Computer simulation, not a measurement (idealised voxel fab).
Title: Process Module voxel capacitor over wiring
Xsec cut, 180 nm wide, square cell size 5 nm.
A cross-section is a grid of square cells, given in bands from the top down. A band is one or more rows of cells. Within each band entry, the heights of the top and of the bottom of the band appear first, in that order and in nm; the materials of the band then follow from left to right, each with its corresponding width in nm. The designation "full width" on a single material indicates that it fills the band from edge to edge; the designation "empty" indicates empty space. Height is counted from the level 0, under which the received wafer is composed throughout of one material. The lowest of the bands is not closed at the bottom but continues downward, in the notation "0 and below". Top row gets the first number, bottom row gets the second, and each row in between changes by the same step: that is how a band width like "30..40" works. No cell of the cross-section changed in a step that is given as "no change". Enclosed void catalog: empty space of 8 cells or more with no open way to the top, each as width x height at its distance from the left edge, in nm. Formally, on a step line, whatever follows the settings is a remark that the simulator itself makes on the step. overlay nm: mask offset rightward from planned place, masked step; negative means leftward offset.

Planned process steps
1. RECEIVE: material Si
2. CONFORMAL_DEP: material SiO2, thk nm 10
3. CONFORMAL_DEP: material SiN, thk nm 5
4. DIRECTIONAL_DEP: material lowk, thk nm 15
5. DIRECTIONAL_DEP: material aC, thk nm 10
6. PATTERN: tone open, mask id METAL_1, material resist, width nm 20, pitch nm 80, thk nm 30, overlay nm 0
7. DIRECTIONAL_ETCH: etch materials aC, depth nm 10
8. STRIP: etch materials resist
9. DIRECTIONAL_ETCH: etch materials lowk, depth nm 15
10. DIRECTIONAL_ETCH: etch materials SiN, depth nm 5
11. STRIP: etch materials aC
12. CONFORMAL_DEP: material TiN, thk nm 5
13. FILL_DEP: material W, thk nm 10
14. CMP: height nm 30
15. EPI: material Ru, thk nm 5
16. FILL_DEP: material SiCN, thk nm 5
17. DIRECTIONAL_DEP: material lowk, thk nm 20
18. MASKED_ETCH: tone open, mask id PLUG_1, width nm 15, etch materials lowk, depth nm 20, overlay nm 0
19. MASKED_ETCH: tone open, mask id PLUG_1, width nm 15, etch materials SiCN, depth nm 5, overlay nm 0
20. CONFORMAL_DEP: material TiN, thk nm 5
21. FILL_DEP: material Cu, thk nm 10
22. CMP: height nm 60
23. DIRECTIONAL_DEP: material TiN, thk nm 10
24. DIRECTIONAL_DEP: material Al2O3, thk nm 5
25. DIRECTIONAL_DEP: material TiN, thk nm 10
26. DIRECTIONAL_DEP: material aC, thk nm 10
27. PATTERN: tone cover, mask id UPPER_PLATE, material resist, width nm 65, thk nm 30, overlay nm 0
28. DIRECTIONAL_ETCH: etch materials aC, depth nm 10
29. STRIP: etch materials resist
30. DIRECTIONAL_ETCH: etch materials TiN, depth nm 10
31. DIRECTIONAL_ETCH: etch materials Al2O3, depth nm 5
32. STRIP: etch materials aC
33. DIRECTIONAL_DEP: material aC, thk nm 15
34. PATTERN: tone cover, mask id LOWER_PLATE, material resist, width nm 75, thk nm 30, overlay nm 0
35. DIRECTIONAL_ETCH: etch materials aC, depth nm 15
36. STRIP: etch materials resist
37. DIRECTIONAL_ETCH: etch materials TiN, depth nm 10
38. STRIP: etch materials aC
39. FILL_DEP: material SiO2, thk nm 15
40. CMP: height nm 95
41. MASKED_ETCH: tone open, mask id PLUG_2, width nm 15, etch materials SiO2, depth nm 10, overlay nm 0
42. CONFORMAL_DEP: material TiN, thk nm 5
43. FILL_DEP: material W, thk nm 10
44. CMP: height nm 95
45. CONFORMAL_DEP: material SiCN, thk nm 5
All wafers enter the flow in the same state. The thk nm at step 16 differs from wafer to wafer, and the plan gives the value for the first wafer.

First of several wafers (as received, post step 1), cross-sectional view
- 0 and below  Si full width
- Enclosed void catalog: none

Shown in cross-section: the first of several wafers at the end of the module, after its last step, step 45
- 100 down to 95  SiCN full width
- 95 down to 90  SiO2 55 nm  TiN 5 nm  W 5 nm  TiN 5 nm  SiO2 110 nm
- 90 down to 85  SiO2 55 nm  TiN 15 nm  SiO2 110 nm
- 85 down to 75  SiO2 45 nm  TiN 65 nm  SiO2 70 nm
- 75 down to 70  SiO2 45 nm  Al2O3 65 nm  SiO2 70 nm
- 70 down to 60  SiO2 40 nm  TiN 75 nm  SiO2 65 nm
- 60 down to 40  lowk 45 nm  TiN 5 nm  Cu 5 nm  TiN 5 nm  lowk 120 nm
- 40 down to 35  SiCN 45 nm  TiN 15 nm  SiCN 120 nm
- 35 down to 30  SiCN 35 nm  Ru 30 nm  SiCN 50 nm  Ru 30 nm  SiCN 35 nm
- 30 down to 15  lowk 40 nm  TiN 5 nm  W 10 nm  TiN 5 nm  lowk 60 nm  TiN 5 nm  W 10 nm  TiN 5 nm  lowk 40 nm
- 15 down to 10  SiN 40 nm  TiN 20 nm  SiN 60 nm  TiN 20 nm  SiN 40 nm
- 10 down to 0  SiO2 full width
- 0 and below  Si full width
- Enclosed void catalog: none

Cross-sectional depiction of the last of several wafers upon completion of the module
- 100 down to 95  SiCN full width
- 95 down to 90  SiO2 55 nm  TiN 5 nm  W 5 nm  TiN 5 nm  SiO2 110 nm
- 90 down to 85  SiO2 55 nm  TiN 15 nm  SiO2 110 nm
- 85 down to 75  SiO2 45 nm  TiN 65 nm  SiO2 70 nm
- 75 down to 70  SiO2 45 nm  Al2O3 65 nm  SiO2 70 nm
- 70 down to 60  SiO2 40 nm  TiN 75 nm  SiO2 65 nm
- 60 down to 55  lowk 45 nm  TiN 5 nm  Cu 5 nm  TiN 5 nm  lowk 120 nm
- 55 down to 50  SiCN 45 nm  TiN 15 nm  SiCN 120 nm
- 50 down to 35  SiCN full width
- 35 down to 30  SiCN 35 nm  Ru 30 nm  SiCN 50 nm  Ru 30 nm  SiCN 35 nm
- 30 down to 15  lowk 40 nm  TiN 5 nm  W 10 nm  TiN 5 nm  lowk 60 nm  TiN 5 nm  W 10 nm  TiN 5 nm  lowk 40 nm
- 15 down to 10  SiN 40 nm  TiN 20 nm  SiN 60 nm  TiN 20 nm  SiN 40 nm
- 10 down to 0  SiO2 full width
- 0 and below  Si full width
- Enclosed void catalog: none

The rows of the table below are wafers. Looking at the end of the module, a row counts, for every material, the cells the wafer has gained, shown as (+), or lost, shown as (-), since it was received; its closed voids come next
thk nm 5 | +13 Al2O3 | +4 Cu | +12 Ru | +93 SiCN | +28 SiN | +249 SiO2 | +92 TiN | +13 W | +216 lowk | Enclosed void catalog: none
thk nm 10 | +13 Al2O3 | +3 Cu | +12 Ru | +129 SiCN | +28 SiN | +249 SiO2 | +90 TiN | +13 W | +183 lowk | Enclosed void catalog: none
thk nm 15 | +13 Al2O3 | +2 Cu | +12 Ru | +165 SiCN | +28 SiN | +249 SiO2 | +88 TiN | +13 W | +150 lowk | Enclosed void catalog: none
thk nm 20 | +13 Al2O3 | +1 Cu | +12 Ru | +201 SiCN | +28 SiN | +249 SiO2 | +86 TiN | +13 W | +117 lowk | Enclosed void catalog: none
